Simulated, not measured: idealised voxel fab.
Herein follows the process module entitled voxel wiring stack.
Pictured: cross-section cut, 230 nm wide, on a grid of 5 nm square cells.
Cross-section format: a grid of square cells, given as bands from top to bottom; each band is one or more rows of cells. Top, bottom (nm), then materials left to right with widths (nm); lone material tagged "everywhere" fills the whole band edge to edge; "air" = empty space. Heads up on the height convention: 0 is the point under which the incoming wafer is all one material, and the lowest band has no bottom, it just keeps going down, like "0..down". Top row gets the first number, bottom row gets the second, and each row in between changes by the same step: that is how a band width like "30..40" works. Reading "no change" for a step: not a cell of the cross-section changed in it. This entry, "Enclosed void listing", enumerates those empty regions of no fewer than 8 cells that possess no open connection to the top. Each region is reported in the form width x height at distance, the distance being taken from the left edge, with all three quantities expressed in nm. after a step's settings: what the simulator itself notes on the step. overlay nm: where the mask lay relative to plan, measured to the right, on steps with a mask; negatives go left. Layout of what follows: cross-section pairs, each bracketing one process step, the after cross-section shown only to the lowest band that changed, the step between and its settings noted under each pair. Pairs may originate in different runs of this module on the same starting wafer; a pair continues from the pair above only where its entry headed "Snapshot before" says so.
-- Snapshot before
* 90..70  SiO2 25 nm / air 25 nm / SiO2 25 nm / air 25 nm / SiO2 25 nm / air 25 nm / SiO2 25 nm / air 25 nm / SiO2 30 nm
* 70..65  SiN everywhere
* 65..50  lowk 25 nm / Ru 15 nm / lowk 85 nm / Ru 15 nm / lowk 90 nm
* 50..45  SiCN 25 nm / Ru 15 nm / SiCN 85 nm / Ru 15 nm / SiCN 90 nm
* 45..25  SiO2 25 nm / TiN 5 nm / W 15 nm / TiN 5 nm / SiO2 25 nm / TiN 5 nm / W 15 nm / TiN 5 nm / SiO2 25 nm / TiN 5 nm / W 15 nm / TiN 5 nm / SiO2 25 nm / TiN 5 nm / W 15 nm / TiN 5 nm / SiO2 30 nm
* 25..20  SiO2 25 nm / TiN 25 nm / SiO2 25 nm / TiN 25 nm / SiO2 25 nm / TiN 25 nm / SiO2 25 nm / TiN 25 nm / SiO2 30 nm
* 20..0  SiO2 everywhere
* 0..down  Si everywhere
* Enclosed void listing: none
-- Step Result
* 90..70  SiO2 25 nm / air 25 nm / SiO2 25 nm / air 25 nm / SiO2 25 nm / air 25 nm / SiO2 25 nm / air 25 nm / SiO2 30 nm
* 70..65  SiN 25 nm / air 25 nm / SiN 25 nm / air 25 nm / SiN 25 nm / air 25 nm / SiN 25 nm / air 25 nm / SiN 30 nm
* Note: structure below 65 unchanged.
* Enclosed void listing: none
The before and after cross-sections above are linked by MASKED_ETCH, tone open, mask id METAL_2, width nm 25, pitch nm 50, etch materials SiN, depth nm 5, overlay nm 0
Snapshot before: The initial state for this step is given by the after cross-section of the immediately preceding pair.
-- Step Result
* 95..90  TiN 30 nm / air 15 nm / TiN 35 nm / air 15 nm / TiN 35 nm / air 15 nm / TiN 35 nm / air 15 nm / TiN 35 nm
* 90..70  SiO2 25 nm / TiN 5 nm / air 15 nm / TiN 5 nm / SiO2 25 nm / TiN 5 nm / air 15 nm / TiN 5 nm / SiO2 25 nm / TiN 5 nm / air 15 nm / TiN 5 nm / SiO2 25 nm / TiN 5 nm / air 15 nm / TiN 5 nm / SiO2 30 nm
* 70..65  SiN 25 nm / TiN 25 nm / SiN 25 nm / TiN 25 nm / SiN 25 nm / TiN 25 nm / SiN 25 nm / TiN 25 nm / SiN 30 nm
* Note: structure below 65 unchanged.
* Enclosed void listing: none
The before and after cross-sections above are linked by CONFORMAL_DEP, material TiN, thk nm 5
Snapshot before: The initial state for this step is given by the after cross-section of the immediately preceding pair.
-- Step Result
* 105..95  Cu everywhere
* 95..90  TiN 30 nm / Cu 15 nm / TiN 35 nm / Cu 15 nm / TiN 35 nm / Cu 15 nm / TiN 35 nm / Cu 15 nm / TiN 35 nm
* 90..70  SiO2 25 nm / TiN 5 nm / Cu 15 nm / TiN 5 nm / SiO2 25 nm / TiN 5 nm / Cu 15 nm / TiN 5 nm / SiO2 25 nm / TiN 5 nm / Cu 15 nm / TiN 5 nm / SiO2 25 nm / TiN 5 nm / Cu 15 nm / TiN 5 nm / SiO2 30 nm
* Note: structure below 70 unchanged.
* Enclosed void listing: none
The before and after cross-sections above are linked by FILL_DEP, material Cu, thk nm 10
Snapshot before: The initial state for this step is given by the after cross-section of the immediately preceding pair.
-- Step Result
* 90..70  SiO2 25 nm / TiN 5 nm / Cu 15 nm / TiN 5 nm / SiO2 25 nm / TiN 5 nm / Cu 15 nm / TiN 5 nm / SiO2 25 nm / TiN 5 nm / Cu 15 nm / TiN 5 nm / SiO2 25 nm / TiN 5 nm / Cu 15 nm / TiN 5 nm / SiO2 30 nm
* Note: structure below 70 unchanged.
* Enclosed void listing: none
The before and after cross-sections above are linked by CMP, height nm 90
Snapshot before: The initial state for this step is given by the after cross-section of the immediately preceding pair.
-- Step Result
* 95..90  SiCN everywhere
* Note: structure below 90 unchanged.
* Enclosed void listing: none
The before and after cross-sections above are linked by CONFORMAL_DEP, material SiCN, thk nm 5
Snapshot before: The initial state for this step is given by the after cross-section of the immediately preceding pair.
-- Step Result
* 105..95  SiO2 everywhere
* Note: structure below 95 unchanged.
* Enclosed void listing: none
The before and after cross-sections above are linked by DIRECTIONAL_DEP, material SiO2, thk nm 10
Snapshot before: The initial state for this step is given by the after cross-section of the immediately preceding pair.
-- Step Result
* 120..105  aC everywhere
* Note: structure below 105 unchanged.
* Enclosed void listing: none
The before and after cross-sections above are linked by DIRECTIONAL_DEP, material aC, thk nm 15
Snapshot before: The initial state for this step is given by the after cross-section of the immediately preceding pair.
-- Step Result
* 150..120  resist 25 nm / air 15 nm / resist 85 nm / air 15 nm / resist 90 nm
* Note: structure below 120 unchanged.
* Enclosed void listing: none
The before and after cross-sections above are linked by PATTERN, tone open, mask id PLUG_2, material resist, width nm 15, pitch nm 100, thk nm 30, overlay nm 0
Snapshot before: The initial state for this step is given by the after cross-section of the immediately preceding pair.
-- Step Result
* 135..120  resist 25 nm / air 15 nm / resist 85 nm / air 15 nm / resist 90 nm
* 120..105  aC 25 nm / air 15 nm / aC 85 nm / air 15 nm / aC 90 nm
* Note: structure below 105 unchanged.
* Enclosed void listing: none
The before and after cross-sections above are linked by DIRECTIONAL_ETCH, etch materials aC, depth nm 15
Snapshot before: The initial state for this step is given by the after cross-section of the immediately preceding pair.
-- Step Result
* 120..105  aC 25 nm / air 15 nm / aC 85 nm / air 15 nm / aC 90 nm
* Note: structure below 105 unchanged.
* Enclosed void listing: none
The before and after cross-sections above are linked by STRIP, etch materials resist
Snapshot before: The initial state for this step is given by the after cross-section of the immediately preceding pair.
-- Step Result
* 120..105  aC 25 nm / air 15 nm / aC 85 nm / air 15 nm / aC 90 nm
* 105..95  SiO2 25 nm / air 15 nm / SiO2 85 nm / air 15 nm / SiO2 90 nm
* Note: structure below 95 unchanged.
* Enclosed void listing: none
The before and after cross-sections above are linked by DIRECTIONAL_ETCH, etch materials SiO2, depth nm 10
Snapshot before: The initial state for this step is given by the after cross-section of the immediately preceding pair.
-- Step Result
* 120..105  aC 25 nm / air 15 nm / aC 85 nm / air 15 nm / aC 90 nm
* 105..95  SiO2 25 nm / air 15 nm / SiO2 85 nm / air 15 nm / SiO2 90 nm
* 95..90  SiCN 25 nm / air 15 nm / SiCN 85 nm / air 15 nm / SiCN 90 nm
* Note: structure below 90 unchanged.
* Enclosed void listing: none
The before and after cross-sections above are linked by DIRECTIONAL_ETCH, etch materials SiCN, depth nm 5
Snapshot before: The initial state for this step is given by the after cross-section of the immediately preceding pair.
-- Step Result
* 105..95  SiO2 25 nm / air 15 nm / SiO2 85 nm / air 15 nm / SiO2 90 nm
* Note: structure below 95 unchanged.
* Enclosed void listing: none
The before and after cross-sections above are linked by STRIP, etch materials aC
Snapshot before: The initial state for this step is given by the after cross-section of the immediately preceding pair.
-- Step Result
* 110..105  TiN 30 nm / air 5 nm / TiN 95 nm / air 5 nm / TiN 95 nm
* 105..95  SiO2 25 nm / TiN 5 nm / air 5 nm / TiN 5 nm / SiO2 85 nm / TiN 5 nm / air 5 nm / TiN 5 nm / SiO2 90 nm
* 95..90  SiCN 25 nm / TiN 15 nm / SiCN 85 nm / TiN 15 nm / SiCN 90 nm
* Note: structure below 90 unchanged.
* Enclosed void listing: none
The before and after cross-sections above are linked by CONFORMAL_DEP, material TiN, thk nm 5
Snapshot before: The initial state for this step is given by the after cross-section of the immediately preceding pair.
-- Step Result
* 115..110  Ru everywhere
* 110..105  TiN 30 nm / Ru 5 nm / TiN 95 nm / Ru 5 nm / TiN 95 nm
* 105..95  SiO2 25 nm / TiN 5 nm / Ru 5 nm / TiN 5 nm / SiO2 85 nm / TiN 5 nm / Ru 5 nm / TiN 5 nm / SiO2 90 nm
* Note: structure below 95 unchanged.
* Enclosed void listing: none
The before and after cross-sections above are linked by FILL_DEP, material Ru, thk nm 5
Snapshot before: The initial state for this step is given by the after cross-section of the immediately preceding pair.
-- Step Result
* 105..95  SiO2 25 nm / TiN 5 nm / Ru 5 nm / TiN 5 nm / SiO2 85 nm / TiN 5 nm / Ru 5 nm / TiN 5 nm / SiO2 90 nm
* Note: structure below 95 unchanged.
* Enclosed void listing: none
The before and after cross-sections above are linked by CMP, height nm 105
Snapshot before: The initial state for this step is given by the after cross-section of the immediately preceding pair.
-- Step Result
* 110..105  TiN everywhere
* Note: structure below 105 unchanged.
* Enclosed void listing: none
The before and after cross-sections above are linked by DIRECTIONAL_DEP, material TiN, thk nm 5
Snapshot before: The initial state for this step is given by the after cross-section of the immediately preceding pair.
-- Step Result
* 135..110  Ru everywhere
* Note: structure below 110 unchanged.
* Enclosed void listing: none
The before and after cross-sections above are linked by DIRECTIONAL_DEP, material Ru, thk nm 25
Snapshot before: The initial state for this step is given by the after cross-section of the immediately preceding pair.
-- Step Result
* 145..135  aC everywhere
* Note: structure below 135 unchanged.
* Enclosed void listing: none
The before and after cross-sections above are linked by DIRECTIONAL_DEP, material aC, thk nm 10
Snapshot before: The initial state for this step is given by the after cross-section of the immediately preceding pair.
-- Step Result
* 175..145  air 25 nm / resist 25 nm / air 25 nm / resist 25 nm / air 25 nm / resist 25 nm / air 25 nm / resist 25 nm / air 30 nm
* Note: structure below 145 unchanged.
* Enclosed void listing: none
The before and after cross-sections above are linked by PATTERN, tone cover, mask id METAL_3, material resist, width nm 25, pitch nm 50, thk nm 30, overlay nm 0
Snapshot before: The initial state for this step is given by the after cross-section of the immediately preceding pair.
-- Step Result
* 165..145  air 25 nm / resist 25 nm / air 25 nm / resist 25 nm / air 25 nm / resist 25 nm / air 25 nm / resist 25 nm / air 30 nm
* 145..135  air 25 nm / aC 25 nm / air 25 nm / aC 25 nm / air 25 nm / aC 25 nm / air 25 nm / aC 25 nm / air 30 nm
* Note: structure below 135 unchanged.
* Enclosed void listing: none
The before and after cross-sections above are linked by DIRECTIONAL_ETCH, etch materials aC, depth nm 10
Snapshot before: The initial state for this step is given by the after cross-section of the immediately preceding pair.
-- Step Result
* 145..135  air 25 nm / aC 25 nm / air 25 nm / aC 25 nm / air 25 nm / aC 25 nm / air 25 nm / aC 25 nm / air 30 nm
* Note: structure below 135 unchanged.
* Enclosed void listing: none
The before and after cross-sections above are linked by STRIP, etch materials resist
Snapshot before: The initial state for this step is given by the after cross-section of the immediately preceding pair.
-- Step Result
* 145..135  air 25 nm / aC 25 nm / air 25 nm / aC 25 nm / air 25 nm / aC 25 nm / air 25 nm / aC 25 nm / air 30 nm
* 135..110  air 25 nm / Ru 25 nm / air 25 nm / Ru 25 nm / air 25 nm / Ru 25 nm / air 25 nm / Ru 25 nm / air 30 nm
* Note: structure below 110 unchanged.
* Enclosed void listing: none
The before and after cross-sections above are linked by DIRECTIONAL_ETCH, etch materials Ru, depth nm 25
Snapshot before: The initial state for this step is given by the after cross-section of the immediately preceding pair.
-- Step Result
* 145..135  air 25 nm / aC 25 nm / air 25 nm / aC 25 nm / air 25 nm / aC 25 nm / air 25 nm / aC 25 nm / air 30 nm
* 135..110  air 25 nm / Ru 25 nm / air 25 nm / Ru 25 nm / air 25 nm / Ru 25 nm / air 25 nm / Ru 25 nm / air 30 nm
* 110..105  air 25 nm / TiN 25 nm / air 25 nm / TiN 25 nm / air 25 nm / TiN 25 nm / air 25 nm / TiN 25 nm / air 30 nm
* Note: structure below 105 unchanged.
* Enclosed void listing: none
The before and after cross-sections above are linked by DIRECTIONAL_ETCH, etch materials TiN, depth nm 5
Snapshot before: The initial state for this step is given by the after cross-section of the immediately preceding pair.
-- Step Result
* 135..110  air 25 nm / Ru 25 nm / air 25 nm / Ru 25 nm / air 25 nm / Ru 25 nm / air 25 nm / Ru 25 nm / air 30 nm
* Note: structure below 110 unchanged.
* Enclosed void listing: none
The before and after cross-sections above are linked by STRIP, etch materials aC
Snapshot before: The initial state for this step is given by the after cross-section of the immediately preceding pair.
-- Step Result
* 140..135  air 20 nm / SiCN 35 nm / air 15 nm / SiCN 35 nm / air 15 nm / SiCN 35 nm / air 15 nm / SiCN 35 nm / air 25 nm
* 135..110  air 20 nm / SiCN 5 nm / Ru 25 nm / SiCN 5 nm / air 15 nm / SiCN 5 nm / Ru 25 nm / SiCN 5 nm / air 15 nm / SiCN 5 nm / Ru 25 nm / SiCN 5 nm / air 15 nm / SiCN 5 nm / Ru 25 nm / SiCN 5 nm / air 25 nm
* 110..105  SiCN 25 nm / TiN 25 nm / SiCN 25 nm / TiN 25 nm / SiCN 25 nm / TiN 25 nm / SiCN 25 nm / TiN 25 nm / SiCN 30 nm
* Note: structure below 105 unchanged.
* Enclosed void listing: none
The before and after cross-sections above are linked by CONFORMAL_DEP, material SiCN, thk nm 5
Snapshot before: The initial state for this step is given by the after cross-section of the immediately preceding pair.
-- Step Result
* 150..140  SiO2 everywhere
* 140..135  SiO2 20 nm / SiCN 35 nm / SiO2 15 nm / SiCN 35 nm / SiO2 15 nm / SiCN 35 nm / SiO2 15 nm / SiCN 35 nm / SiO2 25 nm
* 135..110  SiO2 20 nm / SiCN 5 nm / Ru 25 nm / SiCN 5 nm / SiO2 15 nm / SiCN 5 nm / Ru 25 nm / SiCN 5 nm / SiO2 15 nm / SiCN 5 nm / Ru 25 nm / SiCN 5 nm / SiO2 15 nm / SiCN 5 nm / Ru 25 nm / SiCN 5 nm / SiO2 25 nm
* Note: structure below 110 unchanged.
* Enclosed void listing: none
The before and after cross-sections above are linked by FILL_DEP, material SiO2, thk nm 10
Snapshot before: The initial state for this step is given by the after cross-section of the immediately preceding pair.
-- Step Result
* 135..110  SiO2 20 nm / SiCN 5 nm / Ru 25 nm / SiCN 5 nm / SiO2 15 nm / SiCN 5 nm / Ru 25 nm / SiCN 5 nm / SiO2 15 nm / SiCN 5 nm / Ru 25 nm / SiCN 5 nm / SiO2 15 nm / SiCN 5 nm / Ru 25 nm / SiCN 5 nm / SiO2 25 nm
* Note: structure below 110 unchanged.
* Enclosed void listing: none
The before and after cross-sections above are linked by CMP, height nm 135
Snapshot before: The initial state for this step is given by the after cross-section of the immediately preceding pair.
-- Step Result
* 140..135  SiCN everywhere
* Note: structure below 135 unchanged.
* Enclosed void listing: none
The before and after cross-sections above are linked by CONFORMAL_DEP, material SiCN, thk nm 5
Snapshot before: The initial state for this step is given by the after cross-section of the immediately preceding pair.
-- Step Result
* 150..140  lowk everywhere
* Note: structure below 140 unchanged.
* Enclosed void listing: none
The before and after cross-sections above are linked by DIRECTIONAL_DEP, material lowk, thk nm 10
Snapshot before: The initial state for this step is given by the after cross-section of the immediately preceding pair.
-- Step Result
* 170..150  resist 25 nm / air 15 nm / resist 85 nm / air 15 nm / resist 90 nm
* Note: structure below 150 unchanged.
* Enclosed void listing: none
The before and after cross-sections above are linked by PATTERN, tone open, mask id PLUG_3, material resist, width nm 15, pitch nm 100, thk nm 20, overlay nm 0
Snapshot before: The initial state for this step is given by the after cross-section of the immediately preceding pair.
-- Step Result
* 170..150  resist 25 nm / air 15 nm / resist 85 nm / air 15 nm / resist 90 nm
* 150..140  lowk 25 nm / air 15 nm / lowk 85 nm / air 15 nm / lowk 90 nm
* Note: structure below 140 unchanged.
* Enclosed void listing: none
The before and after cross-sections above are linked by DIRECTIONAL_ETCH, etch materials lowk, depth nm 10
Snapshot before: The initial state for this step is given by the after cross-section of the immediately preceding pair.
-- Step Result
* 170..150  resist 25 nm / air 15 nm / resist 85 nm / air 15 nm / resist 90 nm
* 150..140  lowk 25 nm / air 15 nm / lowk 85 nm / air 15 nm / lowk 90 nm
* 140..135  SiCN 25 nm / air 15 nm / SiCN 85 nm / air 15 nm / SiCN 90 nm
* Note: structure below 135 unchanged.
* Enclosed void listing: none
The before and after cross-sections above are linked by DIRECTIONAL_ETCH, etch materials SiCN, depth nm 5
Snapshot before: The initial state for this step is given by the after cross-section of the immediately preceding pair.
-- Step Result
* 150..140  lowk 25 nm / air 15 nm / lowk 85 nm / air 15 nm / lowk 90 nm
* Note: structure below 140 unchanged.
* Enclosed void listing: none
The before and after cross-sections above are linked by STRIP, etch materials resist
Snapshot before: The initial state for this step is given by the after cross-section of the immediately preceding pair.
-- Step Result
* 155..150  TiN 30 nm / air 5 nm / TiN 95 nm / air 5 nm / TiN 95 nm
* 150..140  lowk 25 nm / TiN 5 nm / air 5 nm / TiN 5 nm / lowk 85 nm / TiN 5 nm / air 5 nm / TiN 5 nm / lowk 90 nm
* 140..135  SiCN 25 nm / TiN 15 nm / SiCN 85 nm / TiN 15 nm / SiCN 90 nm
* Note: structure below 135 unchanged.
* Enclosed void listing: none
The before and after cross-sections above are linked by CONFORMAL_DEP, material TiN, thk nm 5
Snapshot before: The initial state for this step is given by the after cross-section of the immediately preceding pair.
-- Step Result
* 160..155  Ru everywhere
* 155..150  TiN 30 nm / Ru 5 nm / TiN 95 nm / Ru 5 nm / TiN 95 nm
* 150..140  lowk 25 nm / TiN 5 nm / Ru 5 nm / TiN 5 nm / lowk 85 nm / TiN 5 nm / Ru 5 nm / TiN 5 nm / lowk 90 nm
* Note: structure below 140 unchanged.
* Enclosed void listing: none
The before and after cross-sections above are linked by FILL_DEP, material Ru, thk nm 5
Snapshot before: The initial state for this step is given by the after cross-section of the immediately preceding pair.
-- Step Result
* 150..140  lowk 25 nm / TiN 5 nm / Ru 5 nm / TiN 5 nm / lowk 85 nm / TiN 5 nm / Ru 5 nm / TiN 5 nm / lowk 90 nm
* Note: structure below 140 unchanged.
* Enclosed void listing: none
The before and after cross-sections above are linked by CMP, height nm 150
Snapshot before: The initial state for this step is given by the after cross-section of the immediately preceding pair.
-- Step Result
* 155..150  TiN everywhere
* Note: structure below 150 unchanged.
* Enclosed void listing: none
The before and after cross-sections above are linked by DIRECTIONAL_DEP, material TiN, thk nm 5
Snapshot before: The initial state for this step is given by the after cross-section of the immediately preceding pair.
-- Step Result
* 175..155  W everywhere
* Note: structure below 155 unchanged.
* Enclosed void listing: none
The before and after cross-sections above are linked by DIRECTIONAL_DEP, material W, thk nm 20
Snapshot before: The initial state for this step is given by the after cross-section of the immediately preceding pair.
-- Step Result
* 195..175  air 25 nm / resist 25 nm / air 25 nm / resist 25 nm / air 25 nm / resist 25 nm / air 25 nm / resist 25 nm / air 30 nm
* Note: structure below 175 unchanged.
* Enclosed void listing: none
The before and after cross-sections above are linked by PATTERN, tone cover, mask id METAL_4, material resist, width nm 25, pitch nm 50, thk nm 20, overlay nm 0
Snapshot before: The initial state for this step is given by the after cross-section of the immediately preceding pair.
-- Step Result
* 195..175  air 25 nm / resist 25 nm / air 25 nm / resist 25 nm / air 25 nm / resist 25 nm / air 25 nm / resist 25 nm / air 30 nm
* 175..155  air 25 nm / W 25 nm / air 25 nm / W 25 nm / air 25 nm / W 25 nm / air 25 nm / W 25 nm / air 30 nm
* Note: structure below 155 unchanged.
* Enclosed void listing: none
The before and after cross-sections above are linked by DIRECTIONAL_ETCH, etch materials W, depth nm 20
Snapshot before: The initial state for this step is given by the after cross-section of the immediately preceding pair.
-- Step Result
* 195..175  air 25 nm / resist 25 nm / air 25 nm / resist 25 nm / air 25 nm / resist 25 nm / air 25 nm / resist 25 nm / air 30 nm
* 175..155  air 25 nm / W 25 nm / air 25 nm / W 25 nm / air 25 nm / W 25 nm / air 25 nm / W 25 nm / air 30 nm
* 155..150  air 25 nm / TiN 25 nm / air 25 nm / TiN 25 nm / air 25 nm / TiN 25 nm / air 25 nm / TiN 25 nm / air 30 nm
* Note: structure below 150 unchanged.
* Enclosed void listing: none
The before and after cross-sections above are linked by DIRECTIONAL_ETCH, etch materials TiN, depth nm 5
Snapshot before: The initial state for this step is given by the after cross-section of the immediately preceding pair.
-- Step Result
* 175..155  air 25 nm / W 25 nm / air 25 nm / W 25 nm / air 25 nm / W 25 nm / air 25 nm / W 25 nm / air 30 nm
* Note: structure below 155 unchanged.
* Enclosed void listing: none
The before and after cross-sections above are linked by STRIP, etch materials resist
Snapshot before: The initial state for this step is given by the after cross-section of the immediately preceding pair.
-- Step Result
* 180..175  SiO2 everywhere
* 175..155  SiO2 25 nm / W 25 nm / SiO2 25 nm / W 25 nm / SiO2 25 nm / W 25 nm / SiO2 25 nm / W 25 nm / SiO2 30 nm
* 155..150  SiO2 25 nm / TiN 25 nm / SiO2 25 nm / TiN 25 nm / SiO2 25 nm / TiN 25 nm / SiO2 25 nm / TiN 25 nm / SiO2 30 nm
* Note: structure below 150 unchanged.
* Enclosed void listing: none
The before and after cross-sections above are linked by FILL_DEP, material SiO2, thk nm 5
Snapshot before: The initial state for this step is given by the after cross-section of the immediately preceding pair.
-- Step Result
* 175..155  SiO2 25 nm / W 25 nm / SiO2 25 nm / W 25 nm / SiO2 25 nm / W 25 nm / SiO2 25 nm / W 25 nm / SiO2 30 nm
* Note: structure below 155 unchanged.
* Enclosed void listing: none
The before and after cross-sections above are linked by CMP, height nm 175
Snapshot before: The initial state for this step is given by the after cross-section of the immediately preceding pair.
-- Step Result
* 180..175  SiN everywhere
* Note: structure below 175 unchanged.
* Enclosed void listing: none
The before and after cross-sections above are linked by CONFORMAL_DEP, material SiN, thk nm 5
-- Snapshot before
* 150..140  lowk everywhere
* 140..135  SiCN everywhere
* 135..110  SiO2 20 nm / SiCN 5 nm / Ru 25 nm / SiCN 5 nm / SiO2 15 nm / SiCN 5 nm / Ru 25 nm / SiCN 5 nm / SiO2 15 nm / SiCN 5 nm / Ru 25 nm / SiCN 5 nm / SiO2 15 nm / SiCN 5 nm / Ru 25 nm / SiCN 5 nm / SiO2 25 nm
* 110..105  SiCN 25 nm / TiN 25 nm / SiCN 25 nm / TiN 25 nm / SiCN 25 nm / TiN 25 nm / SiCN 25 nm / TiN 25 nm / SiCN 30 nm
* 105..95  SiO2 25 nm / TiN 5 nm / Ru 5 nm / TiN 5 nm / SiO2 85 nm / TiN 5 nm / Ru 5 nm / TiN 5 nm / SiO2 90 nm
* 95..90  SiCN 25 nm / TiN 15 nm / SiCN 85 nm / TiN 15 nm / SiCN 90 nm
* 90..70  SiO2 25 nm / TiN 5 nm / Cu 15 nm / TiN 5 nm / SiO2 25 nm / TiN 5 nm / Cu 15 nm / TiN 5 nm / SiO2 25 nm / TiN 5 nm / Cu 15 nm / TiN 5 nm / SiO2 25 nm / TiN 5 nm / Cu 15 nm / TiN 5 nm / SiO2 30 nm
* 70..65  SiN 25 nm / TiN 25 nm / SiN 25 nm / TiN 25 nm / SiN 25 nm / TiN 25 nm / SiN 25 nm / TiN 25 nm / SiN 30 nm
* 65..50  lowk 25 nm / Ru 15 nm / lowk 85 nm / Ru 15 nm / lowk 90 nm
* 50..45  SiCN 25 nm / Ru 15 nm / SiCN 85 nm / Ru 15 nm / SiCN 90 nm
* 45..20  SiO2 25 nm / TiN 5 nm / W 15 nm / TiN 5 nm / SiO2 25 nm / TiN 5 nm / W 15 nm / TiN 5 nm / SiO2 25 nm / TiN 5 nm / W 15 nm / TiN 5 nm / SiO2 25 nm / TiN 5 nm / W 15 nm / TiN 5 nm / SiO2 30 nm
* 20..15  SiCN 25 nm / TiN 25 nm / SiCN 25 nm / TiN 25 nm / SiCN 25 nm / TiN 25 nm / SiCN 25 nm / TiN 25 nm / SiCN 30 nm
* 15..0  SiO2 everywhere
* 0..down  Si everywhere
* Enclosed void listing: none
-- Step Result
* 170..150  air 25 nm / resist 15 nm / air 85 nm / resist 15 nm / air 90 nm
* Note: structure below 150 unchanged.
* Enclosed void listing: none
The before and after cross-sections above are linked by PATTERN, tone cover, mask id PLUG_3, material resist, width nm 15, pitch nm 100, thk nm 20, overlay nm 0
Snapshot before: The initial state for this step is given by the after cross-section of the immediately preceding pair.
-- Step Result
* 170..150  air 25 nm / resist 15 nm / air 85 nm / resist 15 nm / air 90 nm
* 150..140  air 25 nm / lowk 15 nm / air 85 nm / lowk 15 nm / air 90 nm
* Note: structure below 140 unchanged.
* Enclosed void listing: none
The before and after cross-sections above are linked by DIRECTIONAL_ETCH, etch materials lowk, depth nm 10
Snapshot before: The initial state for this step is given by the after cross-section of the immediately preceding pair.
-- Step Result
* 170..150  air 25 nm / resist 15 nm / air 85 nm / resist 15 nm / air 90 nm
* 150..140  air 25 nm / lowk 15 nm / air 85 nm / lowk 15 nm / air 90 nm
* 140..135  air 25 nm / SiCN 15 nm / air 85 nm / SiCN 15 nm / air 90 nm
* Note: structure below 135 unchanged.
* Enclosed void listing: none
The before and after cross-sections above are linked by DIRECTIONAL_ETCH, etch materials SiCN, depth nm 5
Snapshot before: The initial state for this step is given by the after cross-section of the immediately preceding pair.
-- Step Result
* 150..140  air 25 nm / lowk 15 nm / air 85 nm / lowk 15 nm / air 90 nm
* Note: structure below 140 unchanged.
* Enclosed void listing: none
The before and after cross-sections above are linked by STRIP, etch materials resist
Snapshot before: The initial state for this step is given by the after cross-section of the immediately preceding pair.
-- Step Result
* 155..150  air 20 nm / TiN 25 nm / air 75 nm / TiN 25 nm / air 85 nm
* 150..140  air 20 nm / TiN 5 nm / lowk 15 nm / TiN 5 nm / air 75 nm / TiN 5 nm / lowk 15 nm / TiN 5 nm / air 85 nm
* 140..135  TiN 25 nm / SiCN 15 nm / TiN 85 nm / SiCN 15 nm / TiN 90 nm
* Note: structure below 135 unchanged.
* Enclosed void listing: none
The before and after cross-sections above are linked by CONFORMAL_DEP, material TiN, thk nm 5
Snapshot before: The initial state for this step is given by the after cross-section of the immediately preceding pair.
-- Step Result
* 160..155  Ru everywhere
* 155..150  Ru 20 nm / TiN 25 nm / Ru 75 nm / TiN 25 nm / Ru 85 nm
* 150..140  Ru 20 nm / TiN 5 nm / lowk 15 nm / TiN 5 nm / Ru 75 nm / TiN 5 nm / lowk 15 nm / TiN 5 nm / Ru 85 nm
* Note: structure below 140 unchanged.
* Enclosed void listing: none
The before and after cross-sections above are linked by FILL_DEP, material Ru, thk nm 5
Snapshot before: The initial state for this step is given by the after cross-section of the immediately preceding pair.
-- Step Result
* 150..140  Ru 20 nm / TiN 5 nm / lowk 15 nm / TiN 5 nm / Ru 75 nm / TiN 5 nm / lowk 15 nm / TiN 5 nm / Ru 85 nm
* Note: structure below 140 unchanged.
* Enclosed void listing: none
The before and after cross-sections above are linked by CMP, height nm 150
Snapshot before: The initial state for this step is given by the after cross-section of the immediately preceding pair.
-- Step Result
* 155..150  TiN everywhere
* Note: structure below 150 unchanged.
* Enclosed void listing: none
The before and after cross-sections above are linked by DIRECTIONAL_DEP, material TiN, thk nm 5
Snapshot before: The initial state for this step is given by the after cross-section of the immediately preceding pair.
-- Step Result
* 175..155  W everywhere
* Note: structure below 155 unchanged.
* Enclosed void listing: none
The before and after cross-sections above are linked by DIRECTIONAL_DEP, material W, thk nm 20
Snapshot before: The initial state for this step is given by the after cross-section of the immediately preceding pair.
-- Step Result
* 195..175  air 25 nm / resist 25 nm / air 25 nm / resist 25 nm / air 25 nm / resist 25 nm / air 25 nm / resist 25 nm / air 30 nm
* Note: structure below 175 unchanged.
* Enclosed void listing: none
The before and after cross-sections above are linked by PATTERN, tone cover, mask id METAL_4, material resist, width nm 25, pitch nm 50, thk nm 20, overlay nm 0
Snapshot before: The initial state for this step is given by the after cross-section of the immediately preceding pair.
-- Step Result
* 195..175  air 25 nm / resist 25 nm / air 25 nm / resist 25 nm / air 25 nm / resist 25 nm / air 25 nm / resist 25 nm / air 30 nm
* 175..155  air 25 nm / W 25 nm / air 25 nm / W 25 nm / air 25 nm / W 25 nm / air 25 nm / W 25 nm / air 30 nm
* Note: structure below 155 unchanged.
* Enclosed void listing: none
The before and after cross-sections above are linked by DIRECTIONAL_ETCH, etch materials W, depth nm 20
Snapshot before: The initial state for this step is given by the after cross-section of the immediately preceding pair.
-- Step Result
* 195..175  air 25 nm / resist 25 nm / air 25 nm / resist 25 nm / air 25 nm / resist 25 nm / air 25 nm / resist 25 nm / air 30 nm
* 175..155  air 25 nm / W 25 nm / air 25 nm / W 25 nm / air 25 nm / W 25 nm / air 25 nm / W 25 nm / air 30 nm
* 155..150  air 25 nm / TiN 25 nm / air 25 nm / TiN 25 nm / air 25 nm / TiN 25 nm / air 25 nm / TiN 25 nm / air 30 nm
* Note: structure below 150 unchanged.
* Enclosed void listing: none
The before and after cross-sections above are linked by DIRECTIONAL_ETCH, etch materials TiN, depth nm 5
Snapshot before: The initial state for this step is given by the after cross-section of the immediately preceding pair.
-- Step Result
* 175..155  air 25 nm / W 25 nm / air 25 nm / W 25 nm / air 25 nm / W 25 nm / air 25 nm / W 25 nm / air 30 nm
* Note: structure below 155 unchanged.
* Enclosed void listing: none
The before and after cross-sections above are linked by STRIP, etch materials resist
Snapshot before: The initial state for this step is given by the after cross-section of the immediately preceding pair.
-- Step Result
* 180..175  SiO2 everywhere
* 175..155  SiO2 25 nm / W 25 nm / SiO2 25 nm / W 25 nm / SiO2 25 nm / W 25 nm / SiO2 25 nm / W 25 nm / SiO2 30 nm
* 155..150  SiO2 25 nm / TiN 25 nm / SiO2 25 nm / TiN 25 nm / SiO2 25 nm / TiN 25 nm / SiO2 25 nm / TiN 25 nm / SiO2 30 nm
* Note: structure below 150 unchanged.
* Enclosed void listing: none
The before and after cross-sections above are linked by FILL_DEP, material SiO2, thk nm 5
Snapshot before: The initial state for this step is given by the after cross-section of the immediately preceding pair.
-- Step Result
* 175..155  SiO2 25 nm / W 25 nm / SiO2 25 nm / W 25 nm / SiO2 25 nm / W 25 nm / SiO2 25 nm / W 25 nm / SiO2 30 nm
* Note: structure below 155 unchanged.
* Enclosed void listing: none
The before and after cross-sections above are linked by CMP, height nm 175
